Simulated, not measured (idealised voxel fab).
Presented below is a process module, voxel capacitor over wiring.
Displayed cross-section: cut, width of 170 nm, square cells sized 5 nm.
Format of a cross-section: grid, square cells. Given as bands. Order: top down. Band: one or more rows of cells. Look at the band entry: it leads with the top's height and the bottom's height in nm. Then it lists the materials left to right, with a width in nm for each. The word "full width" on a single material says that material fills the band edge to edge. The word "air" is empty space. It should be noted that heights are counted from 0, beneath which the wafer as supplied is of one material throughout, and that the lowest band possesses no lower boundary but continues downward, as written in "0..down". When a width is written as two numbers, as in "30->40", the first number is the width in the top row of cells of the band and the second is the width in its bottom row, and the width changes by the same amount from each row to the next. "nothing got changed", as given for a step, is the statement that not any cell of the cross-section underwent a change during that step. The list in "Closed cavity list" covers empty spaces of 8 cells or more that cannot reach the top through any open way, and it gives each as width x height at distance; the distance is from the left edge, and width, height and distance are in nm. Anything after a step's settings on that line? It's the simulator's own note about the step. "overlay nm" answers the question of how far to the right of plan the mask lay on a step that has a mask, and when it is negative the answer is to the left.

The planned process steps are enumerated hereunder:
| 1 | op RECEIVE | material Si |
| 2 | op CONFORMAL_DEP | material SiO2 | thk nm 10 |
| 3 | op DIRECTIONAL_DEP | material TiN | thk nm 5 |
| 4 | op DIRECTIONAL_DEP | material Ru | thk nm 15 |
| 5 | op MASKED_ETCH | tone cover | mask id METAL_1 | width nm 25 | pitch nm 80 | etch materials Ru | depth nm 15 | overlay nm 0 |
| 6 | op MASKED_ETCH | tone cover | mask id METAL_1 | width nm 25 | pitch nm 80 | etch materials TiN | depth nm 5 | overlay nm 0 |
| 7 | op CONFORMAL_DEP | material SiCN | thk nm 5 |
| 8 | op FILL_DEP | material lowk | thk nm 10 |
| 9 | op CMP | height nm 30 |
| 10 | op CONFORMAL_DEP | material SiCN | thk nm 5 |
| 11 | op DIRECTIONAL_DEP | material lowk | thk nm 15 |
| 12 | op PATTERN | tone open | mask id PLUG_1 | material resist | width nm 15 | thk nm 15 | overlay nm 0 |
| 13 | op DIRECTIONAL_ETCH | etch materials lowk | depth nm 15 |
| 14 | op DIRECTIONAL_ETCH | etch materials SiCN | depth nm 5 |
| 15 | op STRIP | etch materials resist |
| 16 | op CONFORMAL_DEP | material TiN | thk nm 5 |
| 17 | op FILL_DEP | material Ru | thk nm 5 |
| 18 | op CMP | height nm 50 |
| 19 | op DIRECTIONAL_DEP | material TiN | thk nm 10 |
| 20 | op DIRECTIONAL_DEP | material SiN | thk nm 5 |
| 21 | op DIRECTIONAL_DEP | material TiN | thk nm 10 |
| 22 | op PATTERN | tone cover | mask id UPPER_PLATE | material resist | width nm 60 | thk nm 15 | overlay nm 0 |
| 23 | op DIRECTIONAL_ETCH | etch materials TiN | depth nm 10 |
| 24 | op DIRECTIONAL_ETCH | etch materials SiN | depth nm 5 |
| 25 | op STRIP | etch materials resist |
| 26 | op DIRECTIONAL_DEP | material aC | thk nm 10 |
| 27 | op PATTERN | tone cover | mask id LOWER_PLATE | material resist | width nm 70 | thk nm 25 | overlay nm 0 |
| 28 | op DIRECTIONAL_ETCH | etch materials aC | depth nm 10 |
| 29 | op STRIP | etch materials resist |
| 30 | op DIRECTIONAL_ETCH | etch materials TiN | depth nm 10 |
| 31 | op STRIP | etch materials aC |
| 32 | op FILL_DEP | material SiO2 | thk nm 15 |
| 33 | op CMP | height nm 85 |
| 34 | op DIRECTIONAL_DEP | material aC | thk nm 15 |
| 35 | op PATTERN | tone open | mask id PLUG_2 | material resist | width nm 15 | thk nm 30 | overlay nm 0 |
| 36 | op DIRECTIONAL_ETCH | etch materials aC | depth nm 15 |
| 37 | op STRIP | etch materials resist |
| 38 | op DIRECTIONAL_ETCH | etch materials SiO2 | depth nm 10 |
| 39 | op STRIP | etch materials aC |
| 40 | op CONFORMAL_DEP | material TiN | thk nm 5 |
| 41 | op FILL_DEP | material Ru | thk nm 10 |
| 42 | op CMP | height nm 85 |
| 43 | op CONFORMAL_DEP | material SiCN | thk nm 5 |

As-received wafer cross-section (after step 1):
* 0..down | Si full width
* Closed cavity list: none

Result of the module, cross-sectioned: start per above, plan per above, one error in how it was run:
* 90..85 | SiCN full width
* 85..80 | SiO2 50 nm, then TiN 5 nm, then Ru 5 nm, then TiN 5 nm, then SiO2 105 nm
* 80..75 | SiO2 50 nm, then TiN 15 nm, then SiO2 105 nm
* 75..65 | SiO2 40 nm, then TiN 60 nm, then SiO2 70 nm
* 65..60 | SiO2 40 nm, then SiN 60 nm, then SiO2 70 nm
* 60..50 | SiO2 35 nm, then TiN 70 nm, then SiO2 65 nm
* 50..35 | lowk 40 nm, then TiN 5 nm, then aC 5 nm, then TiN 5 nm, then lowk 115 nm
* 35..30 | SiCN 40 nm, then TiN 15 nm, then SiCN 115 nm
* 30..15 | lowk 25 nm, then SiCN 5 nm, then Ru 25 nm, then SiCN 5 nm, then lowk 45 nm, then SiCN 5 nm, then Ru 25 nm, then SiCN 5 nm, then lowk 30 nm
* 15..10 | SiCN 30 nm, then TiN 25 nm, then SiCN 55 nm, then TiN 25 nm, then SiCN 35 nm
* 10..0 | SiO2 full width
* 0..down | Si full width
* Closed cavity list: none
Finding, execution versus plan: step 17, actual vs plan mismatch, actual run op FILL_DEP | material aC | thk nm 5
